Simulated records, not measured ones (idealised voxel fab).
A process module follows: voxel transistor to metal.
Cross-sectional view cut (width: 205 nm; square cell size: 5 nm).
Cross-section layout: square cells on a grid; listed as bands, top to bottom; a band spans one or more cell rows.
This entry defines a band. It first specifies the height of the band's top and the height of its bottom in nm, and then specifies the band's materials from left to right, stating each material with its width in nm. The word "full width" identifies a single material that fills the band from edge to edge, while the word "blank" identifies empty space.
Below 0: as-received wafer, all one material; heights counted from there. Lowest band: no bottom, goes on down, written "from 0 down".
You'd read "30..40" like this: the band's top row of cells is as wide as the first number, its bottom row is as wide as the second, and going down, every row changes width by the same amount as the row before did.
Where the words "nothing was modified" appear for a step, the cross-section shows no cell changed by that step; every cell remained as before.
Entry "Sealed internal voids" = empty spaces >= 8 cells with no open way to the top; each as width x height at distance, distance from left edge, all nm.
On a step's line, text after the settings is the simulator commenting on that step.
The optional step-line setting "overlay nm" applies to steps with a mask and quantifies how far to the right of its planned location the mask lay, a negative value indicating leftward placement.

Steps planned for the process
1) RECEIVE, material Si
2) CONFORMAL_DEP, material SiO2, thk nm 5
3) CONFORMAL_DEP, material SiN, thk nm 10
4) DIRECTIONAL_DEP, material aC, thk nm 10
5) PATTERN, tone cover, mask id ACTIVE, material resist, width nm 120, thk nm 30, overlay nm 0
6) DIRECTIONAL_ETCH, etch materials aC, depth nm 10
7) STRIP, etch materials resist
8) DIRECTIONAL_ETCH, etch materials SiN, depth nm 10
9) DIRECTIONAL_ETCH, etch materials SiO2, depth nm 5
10) DIRECTIONAL_ETCH, etch materials Si, depth nm 30
11) STRIP, etch materials aC
12) FILL_DEP, material SiO2, thk nm 10
13) CMP, height nm 15
14) SELECTIVE_ETCH, etch materials SiO2, depth nm 5
15) STRIP, etch materials SiN
16) SELECTIVE_ETCH, etch materials SiO2, depth nm 5
17) OXIDIZE, depth nm 5
18) DIRECTIONAL_DEP, material polySi, thk nm 30
19) DIRECTIONAL_DEP, material SiCN, thk nm 15
20) MASKED_ETCH, tone cover, mask id GATE, width nm 20, etch materials SiCN, depth nm 25, overlay nm 0
21) MASKED_ETCH, tone cover, mask id GATE, width nm 20, etch materials polySi, depth nm 40, overlay nm 0
22) CONFORMAL_DEP, material SiN, thk nm 5
23) DIRECTIONAL_ETCH, etch materials SiN, depth nm 5
24) DIRECTIONAL_ETCH, etch materials SiO2, depth nm 5
25) DIRECTIONAL_ETCH, etch materials Si, depth nm 5
26) EPI, material SiGe, thk nm 10
27) FILL_DEP, material SiO2, thk nm 5
28) CMP, height nm 45
29) DIRECTIONAL_DEP, material SiO2, thk nm 10
30) PATTERN, tone open, mask id CONTACT, material resist, width nm 20, pitch nm 80, thk nm 20, overlay nm 0
31) DIRECTIONAL_ETCH, etch materials SiO2, depth nm 55
32) STRIP, etch materials resist
33) CONFORMAL_DEP, material TiN, thk nm 5
34) FILL_DEP, material W, thk nm 10
35) CMP, height nm 55
36) DIRECTIONAL_DEP, material TiN, thk nm 5
37) DIRECTIONAL_DEP, material W, thk nm 15
38) DIRECTIONAL_DEP, material aC, thk nm 10
39) PATTERN, tone cover, mask id METAL_1, material resist, width nm 20, pitch nm 80, thk nm 30, overlay nm 0
40) DIRECTIONAL_ETCH, etch materials aC, depth nm 10
41) STRIP, etch materials resist
42) DIRECTIONAL_ETCH, etch materials W, depth nm 15
43) DIRECTIONAL_ETCH, etch materials TiN, depth nm 5
44) STRIP, etch materials aC
45) CONFORMAL_DEP, material SiN, thk nm 5
46) FILL_DEP, material SiO2, thk nm 10
47) CMP, height nm 75
48) CONFORMAL_DEP, material SiCN, thk nm 5
49) DIRECTIONAL_DEP, material SiO2, thk nm 30
50) MASKED_ETCH, tone open, mask id METAL_2_HOLES, width nm 15, pitch nm 80, etch materials SiO2, depth nm 30, overlay nm 0
51) PATTERN, tone open, mask id METAL_2, material resist, width nm 20, pitch nm 80, thk nm 15, overlay nm 0
52) DIRECTIONAL_ETCH, etch materials SiO2, depth nm 20
53) DIRECTIONAL_ETCH, etch materials SiCN, depth nm 5
54) STRIP, etch materials resist
55) CONFORMAL_DEP, material TiN, thk nm 5
56) FILL_DEP, material Cu, thk nm 5
57) CMP, height nm 110
58) CONFORMAL_DEP, material SiCN, thk nm 5

Shown in cross-section is the wafer as received, that is, as it stands after step 1
from 0 down  Si full width
Sealed internal voids: none

Sectioned view, first of two wafers, at the close of the module, processed as intended in the plan
from 115 to 110  SiCN full width
from 110 to 95  SiO2: 50; TiN: 5; Cu: 10; TiN: 5; SiO2: 60; TiN: 5; Cu: 10; TiN: 5; SiO2: 55
from 95 to 90  SiO2: 50; TiN: 5; Cu: 5; TiN: 10; SiO2: 60; TiN: 5; Cu: 5; TiN: 10; SiO2: 55
from 90 to 80  SiO2: 50; TiN: 5; Cu: 5; TiN: 5; SiO2: 65; TiN: 5; Cu: 5; TiN: 5; SiO2: 60
from 80 to 75  SiCN: 50; TiN: 15; SiCN: 65; TiN: 15; SiCN: 60
from 75 to 60  SiO2: 45; SiN: 5; W: 20; SiN: 5; SiO2: 50; SiN: 5; W: 20; SiN: 5; SiO2: 50
from 60 to 55  SiN: 50; TiN: 20; SiN: 60; TiN: 20; SiN: 55
from 55 to 45  SiO2: 50; TiN: 5; W: 10; TiN: 5; SiO2: 60; TiN: 5; W: 10; TiN: 5; SiO2: 55
from 45 to 30  SiO2: 50; TiN: 5; W: 10; TiN: 5; SiO2: 15; SiN: 5; SiCN: 20; SiN: 5; SiO2: 15; TiN: 5; W: 10; TiN: 5; SiO2: 55
from 30 to 5  SiO2: 50; TiN: 5; W: 10; TiN: 5; SiO2: 15; SiN: 5; polySi: 20; SiN: 5; SiO2: 15; TiN: 5; W: 10; TiN: 5; SiO2: 55
from 5 to 0  SiO2: 35; SiN: 5; SiO2: 10; TiN: 20; SiO2: 5; SiGe: 10; SiN: 5; polySi: 20; SiN: 5; SiGe: 10; SiO2: 5; TiN: 20; SiO2: 10; SiN: 5; SiO2: 40
from 0 to -5  SiO2: 40; SiGe: 45; SiO2: 30; SiGe: 45; SiO2: 45
from -5 to -10  SiO2: 40; SiGe: 45; Si: 30; SiGe: 45; SiO2: 45
from -10 to -30  SiO2: 40; Si: 120; SiO2: 45
from -30 down  Si full width
Sealed internal voids: none

Second wafer cross-section at end of module - shared start and plan with the first, one mistake in the run
from 115 to 110  SiCN full width
from 110 to 95  SiO2: 50; TiN: 5; W: 10; TiN: 5; SiO2: 60; TiN: 5; W: 10; TiN: 5; SiO2: 55
from 95 to 90  SiO2: 50; TiN: 5; W: 5; TiN: 10; SiO2: 60; TiN: 5; W: 5; TiN: 10; SiO2: 55
from 90 to 80  SiO2: 50; TiN: 5; W: 5; TiN: 5; SiO2: 65; TiN: 5; W: 5; TiN: 5; SiO2: 60
from 80 to 75  SiCN: 50; TiN: 15; SiCN: 65; TiN: 15; SiCN: 60
from 75 to 60  SiO2: 45; SiN: 5; W: 20; SiN: 5; SiO2: 50; SiN: 5; W: 20; SiN: 5; SiO2: 50
from 60 to 55  SiN: 50; TiN: 20; SiN: 60; TiN: 20; SiN: 55
from 55 to 45  SiO2: 50; TiN: 5; W: 10; TiN: 5; SiO2: 60; TiN: 5; W: 10; TiN: 5; SiO2: 55
from 45 to 30  SiO2: 50; TiN: 5; W: 10; TiN: 5; SiO2: 15; SiN: 5; SiCN: 20; SiN: 5; SiO2: 15; TiN: 5; W: 10; TiN: 5; SiO2: 55
from 30 to 5  SiO2: 50; TiN: 5; W: 10; TiN: 5; SiO2: 15; SiN: 5; polySi: 20; SiN: 5; SiO2: 15; TiN: 5; W: 10; TiN: 5; SiO2: 55
from 5 to 0  SiO2: 35; SiN: 5; SiO2: 10; TiN: 20; SiO2: 5; SiGe: 10; SiN: 5; polySi: 20; SiN: 5; SiGe: 10; SiO2: 5; TiN: 20; SiO2: 10; SiN: 5; SiO2: 40
from 0 to -5  SiO2: 40; SiGe: 45; SiO2: 30; SiGe: 45; SiO2: 45
from -5 to -10  SiO2: 40; SiGe: 45; Si: 30; SiGe: 45; SiO2: 45
from -10 to -30  SiO2: 40; Si: 120; SiO2: 45
from -30 down  Si full width
Sealed internal voids: none
The plan and the run diverged here: for step 56, the planned setting was not used; the step was instead run as FILL_DEP, material W, thk nm 5
at the end the second wafer has, in cells: -18 Cu, +18 W
